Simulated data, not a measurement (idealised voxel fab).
The following is a process module called voxel self aligned contacts.
Each square cell in cross-section cut measures 5 nm, and the section as a whole is 215 nm wide.
Just so we're on the same page, the cross-sections are grids of square cells, and they're listed out in bands top to bottom, each band one or more rows deep.
Per band: top height and bottom height in nm, followed by the left-to-right materials and their widths in nm; "everywhere" marks a single material spanning edge to edge, "empty" marks empty space.
The level at which height equals 0 is the one under which the wafer, as it arrives, is entirely one material. No lower edge exists for the bottom band, which continues downward and is notated as in "0 -> down".
The notation "30->40" denotes a width that varies across the rows of cells in the band, beginning at the first number in the top row, finishing at the second number in the bottom row, and changing by an identical amount from each row to the next.
"no modification" -> step changed no cross-section cell.
Any empty space of 8 cells or more lacking an open way to the top shows up in "Sealed-off cavities" as width x height at distance, distance from the left edge, in nm.
Where a step's line continues beyond its settings, the continuation is a remark by the simulator itself on that step.
The line of a step may include "overlay nm". On a step with a mask, this value is how far to the right of its planned place the mask lay. A negative value means the mask lay to the left.
Below is the list of planned process steps:
1: RECEIVE,material Si
2: CONFORMAL_DEP,material SiO2,thk nm 5
3: DIRECTIONAL_DEP,material polySi,thk nm 30
4: DIRECTIONAL_DEP,material SiN,thk nm 25
5: PATTERN,tone cover,mask id GATE,material resist,width nm 30,pitch nm 70,thk nm 15,overlay nm 0
6: DIRECTIONAL_ETCH,etch materials SiN,depth nm 25
7: DIRECTIONAL_ETCH,etch materials polySi,depth nm 30
8: STRIP,etch materials resist
9: CONFORMAL_DEP,material SiN,thk nm 10
10: DIRECTIONAL_ETCH,etch materials SiN,depth nm 10
11: FILL_DEP,material SiO2,thk nm 10
12: CMP,height nm 65
13: DIRECTIONAL_DEP,material aC,thk nm 15
14: PATTERN,tone open,mask id CONTACT,material resist,width nm 50,pitch nm 70,thk nm 35,overlay nm 0
15: DIRECTIONAL_ETCH,etch materials aC,depth nm 15
16: STRIP,etch materials resist
17: DIRECTIONAL_ETCH,etch materials SiO2,depth nm 65
18: STRIP,etch materials aC
19: CONFORMAL_DEP,material TiN,thk nm 5
20: FILL_DEP,material W,thk nm 10
21: CMP,height nm 65
22: CONFORMAL_DEP,material SiN,thk nm 5
As received (post step 1): cross-section:
* 0 -> down  Si everywhere
* Sealed-off cavities: none
Same starting wafer, same plan as above, one mistake in the execution; this is the cross-section at the end of the module:
* 70 -> 65  SiN everywhere
* 65 -> 60  SiO2=45 | TiN=20 | W=10 | TiN=20 | SiO2=20 | TiN=20 | W=10 | TiN=20 | SiO2=50
* 60 -> 35  SiO2=10 | SiN=50 | TiN=5 | W=10 | TiN=5 | SiN=50 | TiN=5 | W=10 | TiN=5 | SiN=50 | SiO2=15
* 35 -> 30  SiO2=60 | TiN=20 | SiO2=50 | TiN=20 | SiO2=65
* 30 -> 0  polySi everywhere
* 0 -> down  Si everywhere
* Sealed-off cavities: none
Nonconformance to the process plan: step 3 occupied the plan position of step 2, and the converse holds as well
